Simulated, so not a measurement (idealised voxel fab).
This is a process module. Its name is voxel gate over fins.
The width of the displayed cross-section, cut, is 200 nm; its cells are square, with a size of 5 nm.
If you're reading a cross-section in this doc, picture square cells in a grid; it comes to you as bands, top ones listed first down to the bottom, and a band can be one or more rows of cells.
Quick guide to a band line: top height, bottom height (nm) up front; then every material left to right with its width in nm. Only one material and it's marked "full width"? Then it fills the band edge to edge. And "air" just means empty space.
Height 0 is the level under which the wafer as received is all one material. The lowest band goes on downwards, as in "0 and below".
A width such as "30->40" changes by the same amount from each row of cells to the next, from the band's top row to its bottom row.
Key: "no alteration" - step with no changed cell in the cross-section.
For the entry "Sealed void listing", the listed items are empty spaces with no open way to the top whose size is 8 cells or more; each item follows the pattern width x height at distance, where distance is from the left edge and all three are in nm.
On a step's line, text after the settings is the simulator commenting on that step.
What "overlay nm" on a step's line means: if the step has a mask, that mask lay this far to the right of its planned place, or, when the value is negative, to the left.
-- Steps planned for the process
- 1: RECEIVE, material Si
- 2: CONFORMAL_DEP, material SiN, thk nm 10
- 3: DIRECTIONAL_DEP, material aC, thk nm 15
- 4: PATTERN, tone cover, mask id FINS, material resist, width nm 15, pitch nm 40, thk nm 35, overlay nm -15
- 5: DIRECTIONAL_ETCH, etch materials aC, depth nm 15
- 6: STRIP, etch materials resist
- 7: DIRECTIONAL_ETCH, etch materials SiN, depth nm 10
- 8: DIRECTIONAL_ETCH, etch materials Si, depth nm 35
- 9: STRIP, etch materials aC
- 10: OXIDIZE, depth nm 5
- 11: FILL_DEP, material SiO2, thk nm 15
- 12: CMP, height nm 10
- 13: SELECTIVE_ETCH, etch materials SiO2, depth nm 25
- 14: STRIP, etch materials SiN
- 15: CONFORMAL_DEP, material HfO2, thk nm 5
- 16: CONFORMAL_DEP, material TiN, thk nm 5
- 17: CONFORMAL_DEP, material TiAl, thk nm 5
- 18: CONFORMAL_DEP, material TiN, thk nm 5
- 19: FILL_DEP, material W, thk nm 10
- 20: CMP, height nm 25
- 21: CONFORMAL_DEP, material SiCN, thk nm 5
Wafers differ in overlay nm at step 4; plan lists the first wafer's value; identical starting state.
-- The first of several wafers, as received after step 1, seen in section
  0 and below: Si full width
  Sealed void listing: none
-- The figure below presents a cross-section of the first of several wafers at the conclusion of the module, following its last step, step 21
  30 down to 25: SiCN full width
  25 down to 20: W full width
  20 down to 15: 20 of W, 125 of TiN, 55 of W
  15 down to 10: 20 of W, 5 of TiN, 35 of TiAl, 5 of TiN, 35 of TiAl, 5 of TiN, 35 of TiAl, 5 of TiN, 55 of W
  10 down to 5: 20 of W, 5 of TiN, 5 of TiAl, 25 of TiN, 5 of TiAl, 5 of TiN, 5 of TiAl, 25 of TiN, 5 of TiAl, 5 of TiN, 5 of TiAl, 25 of TiN, 5 of TiAl, 5 of TiN, 55 of W
  5 down to 0: 25 of TiN, 5 of TiAl, 5 of TiN, 15 of HfO2, 5 of TiN, 5 of TiAl, 5 of TiN, 5 of TiAl, 5 of TiN, 15 of HfO2, 5 of TiN, 5 of TiAl, 5 of TiN, 5 of TiAl, 5 of TiN, 15 of HfO2, 5 of TiN, 5 of TiAl, 60 of TiN
  0 down to -5: 30 of TiAl, 5 of TiN, 5 of HfO2, 5 of Si, 5 of HfO2, 5 of TiN, 15 of TiAl, 5 of TiN, 5 of HfO2, 5 of Si, 5 of HfO2, 5 of TiN, 15 of TiAl, 5 of TiN, 5 of HfO2, 5 of Si, 5 of HfO2, 5 of TiN, 65 of TiAl
  -5 down to -10: 35 of TiN, 5 of HfO2, 5 of Si, 5 of HfO2, 25 of TiN, 5 of HfO2, 5 of Si, 5 of HfO2, 25 of TiN, 5 of HfO2, 5 of Si, 5 of HfO2, 70 of TiN
  -10 down to -15: 40 of HfO2, 5 of Si, 35 of HfO2, 5 of Si, 35 of HfO2, 5 of Si, 75 of HfO2
  -15 down to -40: 40 of SiO2, 5 of Si, 35 of SiO2, 5 of Si, 35 of SiO2, 5 of Si, 75 of SiO2
  -40 and below: Si full width
  Sealed void listing: none
-- Cross-section, last wafer, module completion
  30 down to 25: SiCN full width
  25 down to 20: W full width
  20 down to 15: 50 of W, 125 of TiN, 25 of W
  15 down to 10: 50 of W, 5 of TiN, 35 of TiAl, 5 of TiN, 35 of TiAl, 5 of TiN, 35 of TiAl, 5 of TiN, 25 of W
  10 down to 5: 50 of W, 5 of TiN, 5 of TiAl, 25 of TiN, 5 of TiAl, 5 of TiN, 5 of TiAl, 25 of TiN, 5 of TiAl, 5 of TiN, 5 of TiAl, 25 of TiN, 5 of TiAl, 5 of TiN, 25 of W
  5 down to 0: 55 of TiN, 5 of TiAl, 5 of TiN, 15 of HfO2, 5 of TiN, 5 of TiAl, 5 of TiN, 5 of TiAl, 5 of TiN, 15 of HfO2, 5 of TiN, 5 of TiAl, 5 of TiN, 5 of TiAl, 5 of TiN, 15 of HfO2, 5 of TiN, 5 of TiAl, 30 of TiN
  0 down to -5: 60 of TiAl, 5 of TiN, 5 of HfO2, 5 of Si, 5 of HfO2, 5 of TiN, 15 of TiAl, 5 of TiN, 5 of HfO2, 5 of Si, 5 of HfO2, 5 of TiN, 15 of TiAl, 5 of TiN, 5 of HfO2, 5 of Si, 5 of HfO2, 5 of TiN, 35 of TiAl
  -5 down to -10: 65 of TiN, 5 of HfO2, 5 of Si, 5 of HfO2, 25 of TiN, 5 of HfO2, 5 of Si, 5 of HfO2, 25 of TiN, 5 of HfO2, 5 of Si, 5 of HfO2, 40 of TiN
  -10 down to -15: 70 of HfO2, 5 of Si, 35 of HfO2, 5 of Si, 35 of HfO2, 5 of Si, 45 of HfO2
  -15 down to -40: 70 of SiO2, 5 of Si, 35 of SiO2, 5 of Si, 35 of SiO2, 5 of Si, 45 of SiO2
  -40 and below: Si full width
  Sealed void listing: none
-- End of module, by wafer: material-by-material cell gain (+) or loss (-) since receipt, then closed voids
overlay nm -15 | +58 HfO2 | -296 Si | +40 SiCN | +185 SiO2 | +58 TiAl | +110 TiN | +85 W | Sealed void listing: none
overlay nm -10 | +58 HfO2 | -296 Si | +40 SiCN | +185 SiO2 | +58 TiAl | +110 TiN | +85 W | Sealed void listing: none
overlay nm -5 | +58 HfO2 | -296 Si | +40 SiCN | +185 SiO2 | +58 TiAl | +110 TiN | +85 W | Sealed void listing: none
overlay nm 0 | +58 HfO2 | -296 Si | +40 SiCN | +185 SiO2 | +58 TiAl | +110 TiN | +85 W | Sealed void listing: none
overlay nm 5 | +58 HfO2 | -296 Si | +40 SiCN | +185 SiO2 | +58 TiAl | +110 TiN | +85 W | Sealed void listing: none
overlay nm 10 | +58 HfO2 | -296 Si | +40 SiCN | +185 SiO2 | +58 TiAl | +110 TiN | +85 W | Sealed void listing: none
overlay nm 15 | +58 HfO2 | -296 Si | +40 SiCN | +185 SiO2 | +58 TiAl | +110 TiN | +85 W | Sealed void listing: none
